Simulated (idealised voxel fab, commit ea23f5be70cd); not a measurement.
Presented below is a process module, voxel transistor to metal.
Section cut is 215 nm wide and gridded with 5 nm square cells.
Think of the cross-section as a grid of square cells. We describe it in bands, top to bottom, and each band covers one or more rows of those cells.
In this notation a band is specified by the heights of its top and bottom, in that order and in nm, after which its materials appear from left to right, each paired with its width in nm. The word "all across" attached to a single material means that material fills the band from edge to edge; the word "air" stands for empty space.
Note: height 0 marks the level under which the wafer is uniformly one material as received. Lowest band unbounded below, written "from 0 down".
The notation "30..40" denotes a width that varies across the rows of cells in the band, beginning at the first number in the top row, finishing at the second number in the bottom row, and changing by an identical amount from each row to the next.
No cell of the cross-section changed in a step that is given as "nothing different".
So "Sealed internal cavities" is basically the list of trapped voids: any empty space of 8 cells or more that can't reach the top through an opening. They're written width x height at distance, the distance being from the left edge, and it's all nm.
Formally, on a step line, whatever follows the settings is a remark that the simulator itself makes on the step.
The setting "overlay nm" may be written on the line of a step. When the step uses a mask, the value reports how far to the right of the planned place the mask lay, and a negative value reports that it lay to the left.

# Steps in the process plan
step 1: RECEIVE, material Si
step 2: OXIDIZE, depth nm 5
step 3: CONFORMAL_DEP, material SiN, thk nm 15
step 4: MASKED_ETCH, tone cover, mask id ACTIVE, width nm 95, etch materials SiN, depth nm 15, overlay nm 0
step 5: MASKED_ETCH, tone cover, mask id ACTIVE, width nm 95, etch materials SiO2, depth nm 5, overlay nm 0
step 6: MASKED_ETCH, tone cover, mask id ACTIVE, width nm 95, etch materials Si, depth nm 35, overlay nm 0
step 7: OXIDIZE, depth nm 5
step 8: FILL_DEP, material SiO2, thk nm 10
step 9: CMP, height nm 15
step 10: SELECTIVE_ETCH, etch materials SiO2, depth nm 5
step 11: STRIP, etch materials SiN
step 12: SELECTIVE_ETCH, etch materials SiO2, depth nm 5
step 13: OXIDIZE, depth nm 5
step 14: DIRECTIONAL_DEP, material polySi, thk nm 30
step 15: DIRECTIONAL_DEP, material SiCN, thk nm 15
step 16: MASKED_ETCH, tone cover, mask id GATE, width nm 15, etch materials SiCN, depth nm 25, overlay nm 0
step 17: MASKED_ETCH, tone cover, mask id GATE, width nm 15, etch materials polySi, depth nm 40, overlay nm 0
step 18: CONFORMAL_DEP, material SiO2, thk nm 5
step 19: DIRECTIONAL_ETCH, etch materials SiO2, depth nm 5
step 20: CONFORMAL_DEP, material SiN, thk nm 5
step 21: DIRECTIONAL_ETCH, etch materials SiN, depth nm 5
step 22: DIRECTIONAL_ETCH, etch materials SiO2, depth nm 5
step 23: DIRECTIONAL_ETCH, etch materials Si, depth nm 15
step 24: EPI, material SiGe, thk nm 20
step 25: FILL_DEP, material SiO2, thk nm 10
step 26: CMP, height nm 40
step 27: DIRECTIONAL_DEP, material SiO2, thk nm 15
step 28: MASKED_ETCH, tone open, mask id CONTACT, width nm 25, pitch nm 50, etch materials SiO2, depth nm 45, overlay nm 0
step 29: CONFORMAL_DEP, material TiN, thk nm 5
step 30: FILL_DEP, material Ru, thk nm 10
step 31: CMP, height nm 55
step 32: CONFORMAL_DEP, material SiN, thk nm 5
step 33: DIRECTIONAL_DEP, material lowk, thk nm 15
step 34: PATTERN, tone open, mask id METAL_1, material resist, width nm 15, pitch nm 60, thk nm 20, overlay nm 0
step 35: DIRECTIONAL_ETCH, etch materials lowk, depth nm 15
step 36: DIRECTIONAL_ETCH, etch materials SiN, depth nm 5
step 37: STRIP, etch materials resist
step 38: CONFORMAL_DEP, material TiN, thk nm 5
step 39: FILL_DEP, material W, thk nm 5
step 40: CMP, height nm 75
step 41: EPI, material Ru, thk nm 5
step 42: FILL_DEP, material SiCN, thk nm 5

# Cross-section of the wafer as it came to us, i.e., already through step 1
> from 0 down: Si all across
> Sealed internal cavities: none

# Final wafer profile in cross-section after the module, from the same start and plan as above, with one mistake made during processing
> from 85 to 80: SiCN all across
> from 80 to 75: 65 of SiCN  25 of Ru  35 of SiCN  25 of Ru  65 of SiCN
> from 75 to 60: 70 of lowk  5 of TiN  5 of W  5 of TiN  45 of lowk  5 of TiN  5 of W  5 of TiN  70 of lowk
> from 60 to 55: 70 of SiN  15 of TiN  45 of SiN  15 of TiN  70 of SiN
> from 55 to 45: 65 of Ru  5 of TiN  25 of SiO2  5 of TiN  15 of Ru  5 of TiN  25 of SiO2  5 of TiN  65 of Ru
> from 45 to 40: 65 of Ru  5 of TiN  25 of SiO2  25 of TiN  25 of SiO2  5 of TiN  65 of Ru
> from 40 to 25: 65 of Ru  5 of TiN  20 of SiO2  5 of SiN  5 of TiN  15 of SiCN  5 of TiN  5 of SiN  20 of SiO2  5 of TiN  65 of Ru
> from 25 to 15: 65 of Ru  5 of TiN  20 of SiO2  5 of SiN  5 of TiN  15 of polySi  5 of TiN  5 of SiN  20 of SiO2  5 of TiN  65 of Ru
> from 15 to 10: 70 of TiN  20 of SiO2  5 of SiN  5 of TiN  15 of polySi  5 of TiN  5 of SiN  20 of SiO2  70 of TiN
> from 10 to 5: 70 of SiO2  20 of SiGe  5 of SiN  5 of SiO2  15 of polySi  5 of SiO2  5 of SiN  20 of SiGe  70 of SiO2
> from 5 to -5: 60 of SiO2  5 of SiN  5 of SiO2  20 of SiGe  5 of SiN  5 of SiO2  15 of polySi  5 of SiO2  5 of SiN  20 of SiGe  5 of SiO2  5 of SiN  60 of SiO2
> from -5 to -10: 65 of SiO2  25 of SiGe  35 of SiO2  25 of SiGe  65 of SiO2
> from -10 to -25: 65 of SiO2  25 of SiGe  35 of Si  25 of SiGe  65 of SiO2
> from -25 to -45: 65 of SiO2  85 of Si  65 of SiO2
> from -45 down: Si all across
> Sealed internal cavities: none
It is concluded that the wafer was processed incorrectly with respect to the plan, in that planned and actual differ for step 28; actual: MASKED_ETCH, tone cover, mask id CONTACT, width nm 25, pitch nm 50, etch materials SiO2, depth nm 45, overlay nm 0
